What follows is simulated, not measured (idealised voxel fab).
The name of this process module is voxel gate over fins.
It is cross-section cut that appears here, measuring 235 nm in width, its square cells being 5 nm in size.
Cross-section = grid of square cells, listed top down in bands; band = one or more rows.
Look at the band entry: it leads with the top's height and the bottom's height in nm. Then it lists the materials left to right, with a width in nm for each. The word "full width" on a single material says that material fills the band edge to edge. The word "air" is empty space.
Height is counted from the level 0, under which the received wafer is composed throughout of one material. The lowest of the bands is not closed at the bottom but continues downward, in the notation "0..down".
Per-row width for "30..40": begins at first number (top row of band), ends at second number (bottom row), increment between rows held constant.
"remains unaltered" means the step left every cell of the cross-section as it was.
Listed in "Closed void table": every empty space of 8 or more cells without an open way to the top. Form: width x height at distance, the distance being from the left edge, all in nm.
The remark found on a step's line after its settings is issued by the simulator itself and pertains to that step.
A step's line can hold "overlay nm"; with a mask on that step, the setting says how far right of the planned place the mask lay, while a negative setting says it lay to the left.
The following list gives the planned process steps:
1,RECEIVE: material Si
2,CONFORMAL_DEP: material SiN, thk nm 10
3,MASKED_ETCH: tone cover, mask id FINS, width nm 15, pitch nm 35, etch materials SiN, depth nm 10, overlay nm 0
4,MASKED_ETCH: tone cover, mask id FINS, width nm 15, pitch nm 35, etch materials Si, depth nm 25, overlay nm 0
5,FILL_DEP: material SiO2, thk nm 15
6,CMP: height nm 10
7,SELECTIVE_ETCH: etch materials SiO2, depth nm 20
8,STRIP: etch materials SiN
9,CONFORMAL_DEP: material HfO2, thk nm 5
10,CONFORMAL_DEP: material TiN, thk nm 5
11,FILL_DEP: material W, thk nm 15
12,CMP: height nm 20
13,CONFORMAL_DEP: material SiCN, thk nm 5
Don't read the plan's depth nm for step 4 as applying to every wafer: that's the first wafer's value, and the wafers differ in it, though they all start identical.
First wafer as received, after step 1:
* 0..down | Si full width
* Closed void table: none
Cross-section of the first of several wafers once the module has run through its last step, step 13:
* 25..20 | SiCN full width
* 20..10 | W full width
* 10..5 | W=80, TiN=70, W=85
* 5..0 | W=80, TiN=5, HfO2=25, TiN=10, HfO2=25, TiN=5, W=85
* 0..-5 | TiN=85, HfO2=5, Si=15, HfO2=5, TiN=10, HfO2=5, Si=15, HfO2=5, TiN=90
* -5..-10 | HfO2=90, Si=15, HfO2=20, Si=15, HfO2=95
* -10..-25 | SiO2=90, Si=15, SiO2=20, Si=15, SiO2=95
* -25..down | Si full width
* Closed void table: none
Cross-section at module completion, last wafer:
* 25..20 | SiCN full width
* 20..10 | W full width
* 10..5 | W=80, TiN=70, W=85
* 5..0 | W=80, TiN=5, HfO2=25, TiN=10, HfO2=25, TiN=5, W=85
* 0..-5 | TiN=85, HfO2=5, Si=15, HfO2=5, TiN=10, HfO2=5, Si=15, HfO2=5, TiN=90
* -5..-10 | HfO2=90, Si=15, HfO2=20, Si=15, HfO2=95
* -10..-50 | SiO2=90, Si=15, SiO2=20, Si=15, SiO2=95
* -50..down | Si full width
* Closed void table: none
Here is how to read the rows: every wafer has a row, and it shows the wafer at the end of the module, giving for each material how many cells were gained (+) or lost (-) since the wafer was received, then listing its closed voids:
depth nm 25 | +55 HfO2 | -205 Si | +47 SiCN | +123 SiO2 | +55 TiN | +160 W | Closed void table: none
depth nm 30 | +55 HfO2 | -246 Si | +47 SiCN | +164 SiO2 | +55 TiN | +160 W | Closed void table: none
depth nm 35 | +55 HfO2 | -287 Si | +47 SiCN | +205 SiO2 | +55 TiN | +160 W | Closed void table: none
depth nm 40 | +55 HfO2 | -328 Si | +47 SiCN | +246 SiO2 | +55 TiN | +160 W | Closed void table: none
depth nm 45 | +55 HfO2 | -369 Si | +47 SiCN | +287 SiO2 | +55 TiN | +160 W | Closed void table: none
depth nm 50 | +55 HfO2 | -410 Si | +47 SiCN | +328 SiO2 | +55 TiN | +160 W | Closed void table: none
